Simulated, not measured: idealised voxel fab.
Documented hereafter: the process module known as voxel self aligned contacts.
Square cells of 5 nm make up the cross-section cut, whose width is 260 nm.
A cross-section is written here as square cells arranged in a grid, and it is given in bands from the top down, each band taking up one or more rows of cells.
Look at the band entry: it leads with the top's height and the bottom's height in nm. Then it lists the materials left to right, with a width in nm for each. The word "full width" on a single material says that material fills the band edge to edge. The word "blank" is empty space.
The reference from which all heights are counted is 0, the level beneath which the as-received wafer is entirely one material; the lowest band, having no lower bound, proceeds downward and is written after the example "0 and below".
Note: "30->40" means the width goes from the first number (top row of the band) to the second number (bottom row) in equal steps per row of cells.
The designation "no alteration", where it is given for a processing step, indicates that no cell of the cross-section was altered in the course of that step.
Voids not open to the top, 8 cells minimum: see "Closed empty spaces". Written width x height at distance; distance is from the left edge; nm.
Text after the settings on a step's line: the simulator's own remark on that step.
What "overlay nm" on a step's line means: if the step has a mask, that mask lay this far to the right of its planned place, or, when the value is negative, to the left.
INTENDED PROCESS STEPS
- 1: RECEIVE with material Si
- 2: CONFORMAL_DEP with material SiO2, thk nm 5
- 3: DIRECTIONAL_DEP with material polySi, thk nm 25
- 4: DIRECTIONAL_DEP with material SiN, thk nm 25
- 5: PATTERN with tone cover, mask id GATE, material resist, width nm 25, pitch nm 70, thk nm 20, overlay nm 0
- 6: DIRECTIONAL_ETCH with etch materials SiN, depth nm 25
- 7: DIRECTIONAL_ETCH with etch materials polySi, depth nm 25
- 8: STRIP with etch materials resist
- 9: CONFORMAL_DEP with material SiN, thk nm 10
- 10: DIRECTIONAL_ETCH with etch materials SiN, depth nm 10
- 11: FILL_DEP with material SiO2, thk nm 20
- 12: CMP with height nm 65
- 13: MASKED_ETCH with tone open, mask id CONTACT, width nm 55, etch materials SiO2, depth nm 65, overlay nm -15
- 14: CONFORMAL_DEP with material TiN, thk nm 5
- 15: FILL_DEP with material Ru, thk nm 5
- 16: CMP with height nm 65
- 17: CONFORMAL_DEP with material SiN, thk nm 5
Quick note for whoever runs this: the wafers start identical, but the overlay nm at step 13 isn't the same across them. The plan just shows what the first wafer had.
CROSS-SECTION OF THE FIRST OF SEVERAL RECEIVED WAFERS, SHOWING ITS STATE AFTER STEP 1
	0 and below = Si full width
	Closed empty spaces: none
FOR YOUR REFERENCE, THE TABLE IS ORGANIZED WITH A ROW PER WAFER; EACH ROW REFLECTS THE WAFER AT THE END OF THE MODULE, INDICATING FOR EACH MATERIAL THE CELLS GAINED (+) OR LOST (-) SINCE RECEIPT, AND THEREAFTER ITS CLOSED VOIDS
overlay nm -15; +42 Ru; +182 SiN; +419 SiO2; +35 TiN; +50 polySi; Closed empty spaces: none
overlay nm -10; +42 Ru; +182 SiN; +419 SiO2; +35 TiN; +50 polySi; Closed empty spaces: none
overlay nm -5; +42 Ru; +182 SiN; +419 SiO2; +35 TiN; +50 polySi; Closed empty spaces: none
overlay nm 0; +42 Ru; +182 SiN; +419 SiO2; +35 TiN; +50 polySi; Closed empty spaces: none
overlay nm 5; +42 Ru; +182 SiN; +419 SiO2; +35 TiN; +50 polySi; Closed empty spaces: none
overlay nm 10; +42 Ru; +182 SiN; +419 SiO2; +35 TiN; +50 polySi; Closed empty spaces: none
overlay nm 15; +42 Ru; +182 SiN; +419 SiO2; +35 TiN; +50 polySi; Closed empty spaces: none
